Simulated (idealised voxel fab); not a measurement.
Documented hereafter: the process module known as voxel tone inversion.
We display cut, a cross-section 230 nm in width whose square cells are each 5 nm.
Cross-section layout: square cells on a grid; listed as bands, top to bottom; a band spans one or more cell rows. Heads up on the band format: heights come first, top then bottom, in nm. After that it's the materials left to right, each with its width in nm. A single material flagged "full width" fills the whole band edge to edge, and "air" means there's empty space there. Heads up on the height convention: 0 is the point under which the incoming wafer is all one material, and the lowest band has no bottom, it just keeps going down, like "top 0, no bottom". Think of "30->40" as a width that walks from the first number to the second as you go down the band, top row to bottom row, taking equal-sized steps from row to row. Step note "everything unchanged" = no cross-section cell changed. For the entry "Sealed-off cavities", the listed items are empty spaces with no open way to the top whose size is 8 cells or more; each item follows the pattern width x height at distance, where distance is from the left edge and all three are in nm. Past the settings on a step's line: simulator remark, on that step. The setting "overlay nm" may be written on the line of a step. When the step uses a mask, the value reports how far to the right of the planned place the mask lay, and a negative value reports that it lay to the left.
PROCESS STEPS FORESEEN IN THE PLAN
| 1 | op RECEIVE | material Si |
| 2 | op CONFORMAL_DEP | material SiCN | thk nm 5 |
| 3 | op DIRECTIONAL_DEP | material polySi | thk nm 25 |
| 4 | op PATTERN | tone cover | mask id POSTS | material resist | width nm 25 | pitch nm 50 | thk nm 35 | overlay nm 0 |
| 5 | op DIRECTIONAL_ETCH | etch materials polySi | depth nm 15 |
| 6 | op STRIP | etch materials resist |
| 7 | op FILL_DEP | material lowk | thk nm 5 |
| 8 | op CMP | height nm 30 |
| 9 | op STRIP | etch materials polySi |
The plan's step 5 depth nm is the first wafer's value; the wafers differ in this setting and start identical.
CROSS-SECTION OF THE FIRST INCOMING WAFER OF SEVERAL, STATE AFTER STEP 1
> top 0, no bottom: Si full width
> Sealed-off cavities: none
THE TABLE BELOW HAS ONE ROW FOR EACH WAFER; A ROW SHOWS, AS OF THE END OF THE MODULE, HOW MANY CELLS OF EACH MATERIAL THE WAFER HAS GAINED, MARKED (+), OR LOST, MARKED (-), SINCE IT WAS RECEIVED, AND THEN THE WAFER'S CLOSED VOIDS
depth nm 15, +46 SiCN, Sealed-off cavities: none
depth nm 20, +46 SiCN, Sealed-off cavities: none
depth nm 25, +46 SiCN, +155 lowk, Sealed-off cavities: none
depth nm 30, +46 SiCN, +155 lowk, Sealed-off cavities: none
depth nm 35, +46 SiCN, +155 lowk, Sealed-off cavities: none
depth nm 40, +46 SiCN, +155 lowk, Sealed-off cavities: none
